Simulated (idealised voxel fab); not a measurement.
Title: Process Module voxel trench capacitor
Square cell edge 5 nm, section width 185 nm, ID cut.
In this document a cross-section is written as a grid of square cells. It is given as a series of bands, listed from the top down, and a band is one or more rows of cells. Read a band's entry like this: the first values are the height of its top and the height of its bottom in nm, and what follows is the sequence of materials from left to right, each with its width in nm. Note that "empty" is empty space, and that a single material marked "all across" reaches across the band from edge to edge. Height 0 is the level under which the wafer as received is all one material. The lowest band goes on downwards, as in "0 -> down". Width: "30 to 40" (first number = top row, second number = bottom row, same change from row to row of cells). For the purposes of this document, the phrase "no change" attached to a step denotes that no cell within the cross-section was modified by that step. Empty spaces without an open route to the top, at least 8 cells in extent, make up the entry "Sealed void inventory"; each is given as width x height at distance, where the distance is measured from the left edge, and all are in nm. Note: text after step settings on the step line = simulator remark on that step. "overlay nm" answers the question of how far to the right of plan the mask lay on a step that has a mask, and when it is negative the answer is to the left.

These are the steps we planned for the process:
1) RECEIVE with material Si
2) CONFORMAL_DEP with material SiN, thk nm 10
3) DIRECTIONAL_DEP with material aC, thk nm 15
4) PATTERN with tone open, mask id TRENCH, material resist, width nm 25, pitch nm 50, thk nm 30, overlay nm 0
5) DIRECTIONAL_ETCH with etch materials aC, depth nm 15
6) STRIP with etch materials resist
7) DIRECTIONAL_ETCH with etch materials SiN, depth nm 10
8) DIRECTIONAL_ETCH with etch materials Si, depth nm 35
9) STRIP with etch materials aC
10) CONFORMAL_DEP with material Al2O3, thk nm 5
11) CONFORMAL_DEP with material TiN, thk nm 5
12) FILL_DEP with material W, thk nm 10
13) CMP with height nm 10

Cross-section, incoming material, after step 1:
    0 -> down | Si all across
    Sealed void inventory: none

One mistake in running the module, otherwise start and plan as above: cross-section at the end:
    10 -> 0 | 45 nm SiN; 5 nm Al2O3; 5 nm TiN; 5 nm W; 5 nm TiN; 5 nm Al2O3; 25 nm SiN; 5 nm Al2O3; 5 nm TiN; 5 nm W; 5 nm TiN; 5 nm Al2O3; 65 nm SiN
    0 -> -25 | 45 nm Si; 5 nm Al2O3; 5 nm TiN; 5 nm W; 5 nm TiN; 5 nm Al2O3; 25 nm Si; 5 nm Al2O3; 5 nm TiN; 5 nm W; 5 nm TiN; 5 nm Al2O3; 65 nm Si
    -25 -> -30 | 45 nm Si; 5 nm Al2O3; 15 nm TiN; 5 nm Al2O3; 25 nm Si; 5 nm Al2O3; 15 nm TiN; 5 nm Al2O3; 65 nm Si
    -30 -> -35 | 45 nm Si; 25 nm Al2O3; 25 nm Si; 25 nm Al2O3; 65 nm Si
    -35 -> down | Si all across
    Sealed void inventory: none
Misprocessing identified: step 4 deviated from plan and actually ran as PATTERN with tone open, mask id TRENCH, material resist, width nm 25, pitch nm 50, thk nm 30, overlay nm -10
